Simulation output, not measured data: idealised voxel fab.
process module | voxel lift off
cross-section cut | 295 nm wide | cells 5 nm
A cross-section is a grid of square cells, given in bands from the top down. A band is one or more rows of cells.
Each band's line starts with the height of the band's top and of its bottom, in nm. Then come its materials from left to right, each with its width in nm. One material with "throughout" fills the band from edge to edge. "air" is empty space.
Height 0 is the level under which the wafer as received is all one material. The lowest band goes on downwards, as in "0 down".
A width such as "30 to 40" changes by the same amount from each row of cells to the next, from the band's top row to its bottom row.
"no change" after a step means that no cell of the cross-section changed.
closed voids: empty space of 8 cells or more with no open way to the top, each as width x height at its distance from the left edge, in nm
after a step's settings: what the simulator itself notes on the step
overlay nm, on a step with a mask: how far to the right of its planned place the mask lay; to the left if negative
Each pair below shows a cross-section before one step and the cross-section after it, down to the lowest band that changed. The line under each pair gives the step between them, with its settings. The pairs can come from different runs of this module on the same starting wafer, so a pair continues from the pair above only where its "before" says so.
before
  0 down: Si throughout
  closed voids: none
after
  10 to 0: SiN throughout
  below 0: unchanged
  closed voids: none
the step between: op CONFORMAL_DEP | material SiN | thk nm 10
before: the cross-section after the pair above
after
  40 to 10: resist 85 | air 25 | resist 25 | air 25 | resist 25 | air 25 | resist 85
  below 10: unchanged
  closed voids: none
the step between: op PATTERN | tone open | mask id LINES | material resist | width nm 25 | pitch nm 50 | thk nm 30 | overlay nm 0
before: the cross-section after the pair above
after
  55 to 40: Ru 85 | air 25 | Ru 25 | air 25 | Ru 25 | air 25 | Ru 85
  40 to 25: resist 85 | air 25 | resist 25 | air 25 | resist 25 | air 25 | resist 85
  25 to 10: resist 85 | Ru 25 | resist 25 | Ru 25 | resist 25 | Ru 25 | resist 85
  below 10: unchanged
  closed voids: none
the step between: op DIRECTIONAL_DEP | material Ru | thk nm 15
before: the cross-section after the pair above
after
  25 to 10: air 85 | Ru 25 | air 25 | Ru 25 | air 25 | Ru 25 | air 85
  below 10: unchanged
  closed voids: none
the step between: op STRIP | etch materials resist
before: the cross-section after the pair above
after
  30 to 25: air 80 | SiN 35 | air 15 | SiN 35 | air 15 | SiN 35 | air 80
  25 to 15: air 80 | SiN 5 | Ru 25 | SiN 5 | air 15 | SiN 5 | Ru 25 | SiN 5 | air 15 | SiN 5 | Ru 25 | SiN 5 | air 80
  15 to 10: SiN 85 | Ru 25 | SiN 25 | Ru 25 | SiN 25 | Ru 25 | SiN 85
  below 10: unchanged
  closed voids: none
the step between: op CONFORMAL_DEP | material SiN | thk nm 5
before
  40 to 10: resist 85 | air 25 | resist 25 | air 25 | resist 25 | air 25 | resist 85
  10 to 0: SiN throughout
  0 down: Si throughout
  closed voids: none
after
  10 to 0: SiN throughout
  below 0: unchanged
  closed voids: none
the step between: op STRIP | etch materials resist
before: the cross-section after the pair above
after
  15 to 0: SiN throughout
  below 0: unchanged
  closed voids: none
the step between: op CONFORMAL_DEP | material SiN | thk nm 5
before
  40 to 10: resist 85 | air 25 | resist 25 | air 25 | resist 25 | air 25 | resist 85
  10 to 0: SiN throughout
  0 down: Si throughout
  closed voids: none
after
  50 to 40: Ru 85 | air 25 | Ru 25 | air 25 | Ru 25 | air 25 | Ru 85
  40 to 20: resist 85 | air 25 | resist 25 | air 25 | resist 25 | air 25 | resist 85
  20 to 10: resist 85 | Ru 25 | resist 25 | Ru 25 | resist 25 | Ru 25 | resist 85
  below 10: unchanged
  closed voids: none
the step between: op DIRECTIONAL_DEP | material Ru | thk nm 10
before: the cross-section after the pair above
after
  20 to 10: air 85 | Ru 25 | air 25 | Ru 25 | air 25 | Ru 25 | air 85
  below 10: unchanged
  closed voids: none
the step between: op STRIP | etch materials resist
before: the cross-section after the pair above
after
  25 to 20: air 80 | SiN 35 | air 15 | SiN 35 | air 15 | SiN 35 | air 80
  20 to 15: air 80 | SiN 5 | Ru 25 | SiN 5 | air 15 | SiN 5 | Ru 25 | SiN 5 | air 15 | SiN 5 | Ru 25 | SiN 5 | air 80
  15 to 10: SiN 85 | Ru 25 | SiN 25 | Ru 25 | SiN 25 | Ru 25 | SiN 85
  below 10: unchanged
  closed voids: none
the step between: op CONFORMAL_DEP | material SiN | thk nm 5
before
  10 to 0: SiN throughout
  0 down: Si throughout
  closed voids: none
after
  40 to 10: resist 90 | air 20 | resist 30 | air 20 | resist 30 | air 20 | resist 85
  below 10: unchanged
  closed voids: none
the step between: op PATTERN | tone open | mask id LINES | material resist | width nm 20 | pitch nm 50 | thk nm 30 | overlay nm 0
before: the cross-section after the pair above
after
  55 to 40: Ru 90 | air 20 | Ru 30 | air 20 | Ru 30 | air 20 | Ru 85
  40 to 25: resist 90 | air 20 | resist 30 | air 20 | resist 30 | air 20 | resist 85
  25 to 10: resist 90 | Ru 20 | resist 30 | Ru 20 | resist 30 | Ru 20 | resist 85
  below 10: unchanged
  closed voids: none
the step between: op DIRECTIONAL_DEP | material Ru | thk nm 15
before: the cross-section after the pair above
after
  25 to 10: air 90 | Ru 20 | air 30 | Ru 20 | air 30 | Ru 20 | air 85
  below 10: unchanged
  closed voids: none
the step between: op STRIP | etch materials resist
before: the cross-section after the pair above
after
  30 to 25: air 85 | SiN 30 | air 20 | SiN 30 | air 20 | SiN 30 | air 80
  25 to 15: air 85 | SiN 5 | Ru 20 | SiN 5 | air 20 | SiN 5 | Ru 20 | SiN 5 | air 20 | SiN 5 | Ru 20 | SiN 5 | air 80
  15 to 10: SiN 90 | Ru 20 | SiN 30 | Ru 20 | SiN 30 | Ru 20 | SiN 85
  below 10: unchanged
  closed voids: none
the step between: op CONFORMAL_DEP | material SiN | thk nm 5
before
  10 to 0: SiN throughout
  0 down: Si throughout
  closed voids: none
after
  40 to 10: resist 90 | air 25 | resist 25 | air 25 | resist 25 | air 25 | resist 80
  below 10: unchanged
  closed voids: none
the step between: op PATTERN | tone open | mask id LINES | material resist | width nm 25 | pitch nm 50 | thk nm 30 | overlay nm 5
before: the cross-section after the pair above
after
  55 to 40: Ru 90 | air 25 | Ru 25 | air 25 | Ru 25 | air 25 | Ru 80
  40 to 25: resist 90 | air 25 | resist 25 | air 25 | resist 25 | air 25 | resist 80
  25 to 10: resist 90 | Ru 25 | resist 25 | Ru 25 | resist 25 | Ru 25 | resist 80
  below 10: unchanged
  closed voids: none
the step between: op DIRECTIONAL_DEP | material Ru | thk nm 15
before: the cross-section after the pair above
after
  25 to 10: air 90 | Ru 25 | air 25 | Ru 25 | air 25 | Ru 25 | air 80
  below 10: unchanged
  closed voids: none
the step between: op STRIP | etch materials resist
before: the cross-section after the pair above
after
  30 to 25: air 85 | SiN 35 | air 15 | SiN 35 | air 15 | SiN 35 | air 75
  25 to 15: air 85 | SiN 5 | Ru 25 | SiN 5 | air 15 | SiN 5 | Ru 25 | SiN 5 | air 15 | SiN 5 | Ru 25 | SiN 5 | air 75
  15 to 10: SiN 90 | Ru 25 | SiN 25 | Ru 25 | SiN 25 | Ru 25 | SiN 80
  below 10: unchanged
  closed voids: none
the step between: op CONFORMAL_DEP | material SiN | thk nm 5
before
  25 to 10: air 85 | Ru 25 | air 25 | Ru 25 | air 25 | Ru 25 | air 85
  10 to 0: SiN throughout
  0 down: Si throughout
  closed voids: none
after
  30 to 15: air 80 | Ru 35 | air 15 | Ru 35 | air 15 | Ru 35 | air 80
  15 to 10: Ru throughout
  below 10: unchanged
  closed voids: none
the step between: op CONFORMAL_DEP | material Ru | thk nm 5
before
  10 to 0: SiN throughout
  0 down: Si throughout
  closed voids: none
after
  40 to 10: air 85 | resist 25 | air 25 | resist 25 | air 25 | resist 25 | air 85
  below 10: unchanged
  closed voids: none
the step between: op PATTERN | tone cover | mask id LINES | material resist | width nm 25 | pitch nm 50 | thk nm 30 | overlay nm 0
before: the cross-section after the pair above
after
  55 to 40: air 85 | Ru 25 | air 25 | Ru 25 | air 25 | Ru 25 | air 85
  40 to 25: air 85 | resist 25 | air 25 | resist 25 | air 25 | resist 25 | air 85
  25 to 10: Ru 85 | resist 25 | Ru 25 | resist 25 | Ru 25 | resist 25 | Ru 85
  below 10: unchanged
  closed voids: none
the step between: op DIRECTIONAL_DEP | material Ru | thk nm 15
before: the cross-section after the pair above
after
  25 to 10: Ru 85 | air 25 | Ru 25 | air 25 | Ru 25 | air 25 | Ru 85
  below 10: unchanged
  closed voids: none
the step between: op STRIP | etch materials resist
before: the cross-section after the pair above
after
  30 to 25: SiN 90 | air 15 | SiN 35 | air 15 | SiN 35 | air 15 | SiN 90
  25 to 15: Ru 85 | SiN 5 | air 15 | SiN 5 | Ru 25 | SiN 5 | air 15 | SiN 5 | Ru 25 | SiN 5 | air 15 | SiN 5 | Ru 85
  15 to 10: Ru 85 | SiN 25 | Ru 25 | SiN 25 | Ru 25 | SiN 25 | Ru 85
  below 10: unchanged
  closed voids: none
the step between: op CONFORMAL_DEP | material SiN | thk nm 5
